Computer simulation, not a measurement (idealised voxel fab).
The process module that follows is named voxel ribs on slabs.
Each square cell in cross-section cut measures 5 nm, and the section as a whole is 250 nm wide.
How to read a cross-section here: the picture is a grid of square cells, written as bands going from the top down, and any band can span one or more rows of cells. Quick guide to a band line: top height, bottom height (nm) up front; then every material left to right with its width in nm. Only one material and it's marked "full width"? Then it fills the band edge to edge. And "air" just means empty space. Heights are measured from 0, the level below which the as-received wafer is all one material; the lowest band has no bottom and continues downward, written as in "from 0 down". A width given as "30->40" starts at the first number in the band's top row and ends at the second number in its bottom row, shifting by an equal amount at every step from row to row. "identical to before" (step): cross-section cells unchanged, all of them. The entry titled "Completely enclosed voids" provides the empty spaces that have no open way to the top, restricted to those of 8 cells or more. Each is presented as width x height at distance, the distance being measured from the left edge, with all three in nm. Formally, on a step line, whatever follows the settings is a remark that the simulator itself makes on the step. The optional step-line setting "overlay nm" applies to steps with a mask and quantifies how far to the right of its planned location the mask lay, a negative value indicating leftward placement.

The steps planned for the process are as follows:
1,RECEIVE [material Si]
2,DIRECTIONAL_DEP [material SiO2] [thk nm 30]
3,DIRECTIONAL_DEP [material polySi] [thk nm 20]
4,PATTERN [tone cover] [mask id RIB] [material resist] [width nm 30] [thk nm 20] [overlay nm 0]
5,DIRECTIONAL_ETCH [etch materials polySi] [depth nm 5]
6,STRIP [etch materials resist]
7,MASKED_ETCH [tone cover] [mask id SLAB] [width nm 90] [etch materials polySi] [depth nm 15] [overlay nm 0]
8,FILL_DEP [material SiO2] [thk nm 15]
9,CMP [height nm 60]
10,DIRECTIONAL_DEP [material TiN] [thk nm 5]
11,DIRECTIONAL_DEP [material aC] [thk nm 10]
12,PATTERN [tone cover] [mask id HEATER] [material resist] [width nm 40] [thk nm 25] [overlay nm 0]
13,DIRECTIONAL_ETCH [etch materials aC] [depth nm 10]
14,STRIP [etch materials resist]
15,DIRECTIONAL_ETCH [etch materials TiN] [depth nm 5]
16,STRIP [etch materials aC]
17,CONFORMAL_DEP [material SiO2] [thk nm 10]

The first of the two wafers, which ran as planned:

Cross-section of the wafer upon arrival, representing the state reached after step 1:
> from 0 down | Si full width
> Completely enclosed voids: none

Cross-section through the wafer, step 2 finished:
> from 30 to 0 | SiO2 full width
> Lower than 0, everything is as it was.

Cross-section through the wafer, step 3 finished:
> from 50 to 30 | polySi full width
> Lower than 30, everything is as it was.

Cross-section through the wafer, step 4 finished:
> from 70 to 50 | air 110, then resist 30, then air 110
> Lower than 50, everything is as it was.

Cross-section through the wafer, step 5 finished:
> from 70 to 50 | air 110, then resist 30, then air 110
> from 50 to 45 | air 110, then polySi 30, then air 110
> Lower than 45, everything is as it was.

Cross-section through the wafer, step 6 finished:
> from 50 to 45 | air 110, then polySi 30, then air 110
> Lower than 45, everything is as it was.

Cross-section through the wafer, step 7 finished:
> from 50 to 45 | air 110, then polySi 30, then air 110
> from 45 to 30 | air 80, then polySi 90, then air 80
> Lower than 30, everything is as it was.

Cross-section through the wafer, step 8 finished:
> from 65 to 50 | SiO2 full width
> from 50 to 45 | SiO2 110, then polySi 30, then SiO2 110
> from 45 to 30 | SiO2 80, then polySi 90, then SiO2 80
> Lower than 30, everything is as it was.

Cross-section through the wafer, step 9 finished:
> from 60 to 50 | SiO2 full width
> Lower than 50, everything is as it was.

Cross-section through the wafer, step 10 finished:
> from 65 to 60 | TiN full width
> Lower than 60, everything is as it was.

Cross-section through the wafer, step 11 finished:
> from 75 to 65 | aC full width
> Lower than 65, everything is as it was.

Cross-section through the wafer, step 12 finished:
> from 100 to 75 | air 105, then resist 40, then air 105
> Lower than 75, everything is as it was.

Cross-section through the wafer, step 13 finished:
> from 90 to 75 | air 105, then resist 40, then air 105
> from 75 to 65 | air 105, then aC 40, then air 105
> Lower than 65, everything is as it was.

Cross-section through the wafer, step 14 finished:
> from 75 to 65 | air 105, then aC 40, then air 105
> Lower than 65, everything is as it was.

Cross-section through the wafer, step 15 finished:
> from 75 to 65 | air 105, then aC 40, then air 105
> from 65 to 60 | air 105, then TiN 40, then air 105
> Lower than 60, everything is as it was.

Cross-section through the wafer, step 16 finished:
> from 65 to 60 | air 105, then TiN 40, then air 105
> Lower than 60, everything is as it was.

Cross-section through the wafer, step 17 finished:
> from 75 to 70 | air 95, then SiO2 60, then air 95
> from 70 to 65 | SiO2 full width
> from 65 to 60 | SiO2 105, then TiN 40, then SiO2 105
> Lower than 60, everything is as it was.

Wafer two. Same start, same plan, one slip in execution. Same as wafer one through step 11, inclusive:

Second wafer, section view, time point: scheduled end of step 12:
> from 100 to 75 | resist 105, then air 40, then resist 105
> Lower than 75, everything is as it was.

Second wafer, section view, time point: scheduled end of step 13:
> from 90 to 75 | resist 105, then air 40, then resist 105
> from 75 to 65 | aC 105, then air 40, then aC 105
> Lower than 65, everything is as it was.

Second wafer, section view, time point: scheduled end of step 14:
> from 75 to 65 | aC 105, then air 40, then aC 105
> Lower than 65, everything is as it was.

Second wafer, section view, time point: scheduled end of step 15:
> from 75 to 65 | aC 105, then air 40, then aC 105
> from 65 to 60 | TiN 105, then air 40, then TiN 105
> Lower than 60, everything is as it was.

Second wafer, section view, time point: scheduled end of step 16:
> from 65 to 60 | TiN 105, then air 40, then TiN 105
> Lower than 60, everything is as it was.

Second wafer, section view, time point: scheduled end of step 17:
> from 75 to 70 | SiO2 115, then air 20, then SiO2 115
> from 70 to 65 | SiO2 full width
> from 65 to 60 | TiN 105, then SiO2 40, then TiN 105
> Lower than 60, everything is as it was.
Processing error: step 12: run off-plan, actual operation and settings PATTERN [tone open] [mask id HEATER] [material resist] [width nm 40] [thk nm 25] [overlay nm 0]
In the final state, the cell counts of the second wafer exceed or fall short of those of the first for the following materials: TiN: 34 more
